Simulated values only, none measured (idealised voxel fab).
voxel transistor to metal: a process module
150 nm wide, 5 nm square cells: that's cross-section cut.
Cross-section layout: square cells on a grid; listed as bands, top to bottom; a band spans one or more cell rows. This entry defines a band. It first specifies the height of the band's top and the height of its bottom in nm, and then specifies the band's materials from left to right, stating each material with its width in nm. The word "all across" identifies a single material that fills the band from edge to edge, while the word "blank" identifies empty space. Beneath 0, the wafer as received is one material, and that level is where height counting begins. The lowest band goes on downward without a bottom; it is written like "0 -> down". With a width like "30..40", each row of cells in the band differs from the next by the same amount, the top row carrying the first number and the bottom row the second. Where a step carries "identical to before", the cross-section came out of it unchanged, cell for cell. Reported under the label "Closed internal voids" are the empty spaces having no open way to the top and comprising 8 cells or more; the notation for each is width x height at distance, in which the distance is measured from the left edge and all three values are in nm. Read whatever lies past the settings on a step's line as the simulator's own remark about the step. The "overlay nm" setting may appear on a step's line; for a step that uses a mask, it gives how far to the right of its planned position the mask lay, and a negative value indicates the left. If you're wondering how to read the rest of this, here's the deal. It's pairs of cross-sections: one from before a process step, one from after it. The after one is only drawn as far down as the lowest band that changed. Right under each pair you'll see which step sits between them and what its settings were. Don't read the pairs as one continuous story, though. They can come from different runs of this module on the same starting wafer, and a pair only carries on from the one above it where its entry headed "Snapshot before" says so.

# Snapshot before
* 50 -> 45  SiO2 all across
* 45 -> 30  SiO2 25 / W 15 / SiO2 65 / W 15 / SiO2 30
* 30 -> 25  SiO2 25 / TiN 15 / SiO2 65 / TiN 15 / SiO2 30
* 25 -> 20  SiO2 25 / TiN 5 / W 5 / TiN 5 / SiO2 65 / TiN 5 / W 5 / TiN 5 / SiO2 30
* 20 -> 15  SiO2 25 / TiN 15 / SiO2 65 / TiN 15 / SiO2 30
* 15 -> 0  SiCN 55 / SiN 5 / HfO2 5 / TiN 5 / W 5 / TiN 5 / HfO2 5 / SiN 5 / SiCN 60
* 0 -> -5  SiCN 55 / SiN 5 / HfO2 5 / TiN 15 / HfO2 5 / SiN 5 / SiCN 60
* -5 -> -10  SiCN 50 / SiGe 5 / HfO2 35 / SiGe 5 / SiCN 55
* -10 -> -15  SiO2 20 / SiGe 35 / Si 35 / SiGe 35 / SiO2 25
* -15 -> -40  SiO2 20 / Si 105 / SiO2 25
* -40 -> down  Si all across
* Closed internal voids: none

# Post-Step Snapshot
* 45 -> 30  SiO2 25 / W 15 / SiO2 65 / W 15 / SiO2 30
* Lower than 30, everything is as it was.
* Closed internal voids: none
The two cross-sections above bracket this step: CMP [height nm 45]

Snapshot before: refer to the pair immediately above; the cross-section shown after its step is the state before this one.

# Post-Step Snapshot
* 50 -> 45  SiN all across
* Lower than 45, everything is as it was.
* Closed internal voids: none
The two cross-sections above bracket this step: CONFORMAL_DEP [material SiN] [thk nm 5]

# Snapshot before
* 25 -> 15  SiO2 all across
* 15 -> 0  SiO2 55 / SiN 5 / HfO2 5 / TiN 5 / W 5 / TiN 5 / HfO2 5 / SiN 5 / SiO2 60
* 0 -> -5  SiO2 55 / SiN 5 / HfO2 5 / TiN 15 / HfO2 5 / SiN 5 / SiO2 60
* -5 -> -10  SiO2 50 / SiGe 5 / HfO2 35 / SiGe 5 / SiO2 55
* -10 -> -15  SiO2 20 / SiGe 35 / Si 35 / SiGe 35 / SiO2 25
* -15 -> -40  SiO2 20 / Si 105 / SiO2 25
* -40 -> down  Si all across
* Closed internal voids: none

# Post-Step Snapshot
* 25 -> 15  blank 25 / SiO2 15 / blank 65 / SiO2 15 / blank 30
* 15 -> 0  blank 25 / SiO2 15 / blank 15 / SiN 5 / HfO2 5 / TiN 5 / W 5 / TiN 5 / HfO2 5 / SiN 5 / blank 15 / SiO2 15 / blank 30
* 0 -> -5  blank 25 / SiO2 15 / blank 15 / SiN 5 / HfO2 5 / TiN 15 / HfO2 5 / SiN 5 / blank 15 / SiO2 15 / blank 30
* -5 -> -10  blank 25 / SiO2 15 / blank 10 / SiGe 5 / HfO2 35 / SiGe 5 / blank 10 / SiO2 15 / blank 30
* Lower than -10, everything is as it was.
* Closed internal voids: none
The two cross-sections above bracket this step: MASKED_ETCH [tone cover] [mask id CONTACT] [width nm 15] [pitch nm 80] [etch materials SiO2] [depth nm 35] [overlay nm 0]

Snapshot before: refer to the pair immediately above; the cross-section shown after its step is the state before this one.

# Post-Step Snapshot
* 30 -> 25  blank 20 / TiN 25 / blank 55 / TiN 25 / blank 25
* 25 -> 20  blank 20 / TiN 5 / SiO2 15 / TiN 5 / blank 55 / TiN 5 / SiO2 15 / TiN 5 / blank 25
* 20 -> 15  blank 20 / TiN 5 / SiO2 15 / TiN 5 / blank 5 / TiN 45 / blank 5 / TiN 5 / SiO2 15 / TiN 5 / blank 25
* 15 -> 0  blank 20 / TiN 5 / SiO2 15 / TiN 5 / blank 5 / TiN 5 / SiN 5 / HfO2 5 / TiN 5 / W 5 / TiN 5 / HfO2 5 / SiN 5 / TiN 5 / blank 5 / TiN 5 / SiO2 15 / TiN 5 / blank 25
* 0 -> -5  blank 20 / TiN 5 / SiO2 15 / TiN 15 / SiN 5 / HfO2 5 / TiN 15 / HfO2 5 / SiN 5 / TiN 15 / SiO2 15 / TiN 5 / blank 25
* -5 -> -10  TiN 25 / SiO2 15 / TiN 10 / SiGe 5 / HfO2 35 / SiGe 5 / TiN 10 / SiO2 15 / TiN 30
* Lower than -10, everything is as it was.
* Closed internal voids: none
The two cross-sections above bracket this step: CONFORMAL_DEP [material TiN] [thk nm 5]

Snapshot before: refer to the pair immediately above; the cross-section shown after its step is the state before this one.

# Post-Step Snapshot
* 40 -> 30  W all across
* 30 -> 25  W 20 / TiN 25 / W 55 / TiN 25 / W 25
* 25 -> 20  W 20 / TiN 5 / SiO2 15 / TiN 5 / W 55 / TiN 5 / SiO2 15 / TiN 5 / W 25
* 20 -> 15  W 20 / TiN 5 / SiO2 15 / TiN 5 / W 5 / TiN 45 / W 5 / TiN 5 / SiO2 15 / TiN 5 / W 25
* 15 -> 0  W 20 / TiN 5 / SiO2 15 / TiN 5 / W 5 / TiN 5 / SiN 5 / HfO2 5 / TiN 5 / W 5 / TiN 5 / HfO2 5 / SiN 5 / TiN 5 / W 5 / TiN 5 / SiO2 15 / TiN 5 / W 25
* 0 -> -5  W 20 / TiN 5 / SiO2 15 / TiN 15 / SiN 5 / HfO2 5 / TiN 15 / HfO2 5 / SiN 5 / TiN 15 / SiO2 15 / TiN 5 / W 25
* Lower than -5, everything is as it was.
* Closed internal voids: none
The two cross-sections above bracket this step: FILL_DEP [material W] [thk nm 10]

Snapshot before: refer to the pair immediately above; the cross-section shown after its step is the state before this one.

# Post-Step Snapshot
* 25 -> 20  W 20 / TiN 5 / SiO2 15 / TiN 5 / W 55 / TiN 5 / SiO2 15 / TiN 5 / W 25
* Lower than 20, everything is as it was.
* Closed internal voids: none
The two cross-sections above bracket this step: CMP [height nm 25]

Snapshot before: refer to the pair immediately above; the cross-section shown after its step is the state before this one.

# Post-Step Snapshot
* 30 -> 25  TiN all across
* Lower than 25, everything is as it was.
* Closed internal voids: none
The two cross-sections above bracket this step: DIRECTIONAL_DEP [material TiN] [thk nm 5]

Snapshot before: refer to the pair immediately above; the cross-section shown after its step is the state before this one.

# Post-Step Snapshot
* 45 -> 30  W all across
* Lower than 30, everything is as it was.
* Closed internal voids: none
The two cross-sections above bracket this step: DIRECTIONAL_DEP [material W] [thk nm 15]

Snapshot before: refer to the pair immediately above; the cross-section shown after its step is the state before this one.

# Post-Step Snapshot
* 65 -> 45  blank 25 / resist 15 / blank 65 / resist 15 / blank 30
* Lower than 45, everything is as it was.
* Closed internal voids: none
The two cross-sections above bracket this step: PATTERN [tone cover] [mask id METAL_1] [material resist] [width nm 15] [pitch nm 80] [thk nm 20] [overlay nm 0]

Snapshot before: refer to the pair immediately above; the cross-section shown after its step is the state before this one.

# Post-Step Snapshot
* 65 -> 45  blank 25 / resist 15 / blank 65 / resist 15 / blank 30
* 45 -> 30  blank 25 / W 15 / blank 65 / W 15 / blank 30
* Lower than 30, everything is as it was.
* Closed internal voids: none
The two cross-sections above bracket this step: DIRECTIONAL_ETCH [etch materials W] [depth nm 15]

Snapshot before: refer to the pair immediately above; the cross-section shown after its step is the state before this one.

# Post-Step Snapshot
* 65 -> 45  blank 25 / resist 15 / blank 65 / resist 15 / blank 30
* 45 -> 30  blank 25 / W 15 / blank 65 / W 15 / blank 30
* 30 -> 25  blank 25 / TiN 15 / blank 65 / TiN 15 / blank 30
* Lower than 25, everything is as it was.
* Closed internal voids: none
The two cross-sections above bracket this step: DIRECTIONAL_ETCH [etch materials TiN] [depth nm 5]

Snapshot before: refer to the pair immediately above; the cross-section shown after its step is the state before this one.

# Post-Step Snapshot
* 45 -> 30  blank 25 / W 15 / blank 65 / W 15 / blank 30
* Lower than 30, everything is as it was.
* Closed internal voids: none
The two cross-sections above bracket this step: STRIP [etch materials resist]

Snapshot before: refer to the pair immediately above; the cross-section shown after its step is the state before this one.

# Post-Step Snapshot
* 50 -> 45  SiO2 all across
* 45 -> 30  SiO2 25 / W 15 / SiO2 65 / W 15 / SiO2 30
* 30 -> 25  SiO2 25 / TiN 15 / SiO2 65 / TiN 15 / SiO2 30
* Lower than 25, everything is as it was.
* Closed internal voids: none
The two cross-sections above bracket this step: FILL_DEP [material SiO2] [thk nm 5]

Snapshot before: refer to the pair immediately above; the cross-section shown after its step is the state before this one.

# Post-Step Snapshot
* 45 -> 30  SiO2 25 / W 15 / SiO2 65 / W 15 / SiO2 30
* Lower than 30, everything is as it was.
* Closed internal voids: none
The two cross-sections above bracket this step: CMP [height nm 45]

Snapshot before: refer to the pair immediately above; the cross-section shown after its step is the state before this one.

# Post-Step Snapshot
* 50 -> 45  SiN all across
* Lower than 45, everything is as it was.
* Closed internal voids: none
The two cross-sections above bracket this step: CONFORMAL_DEP [material SiN] [thk nm 5]
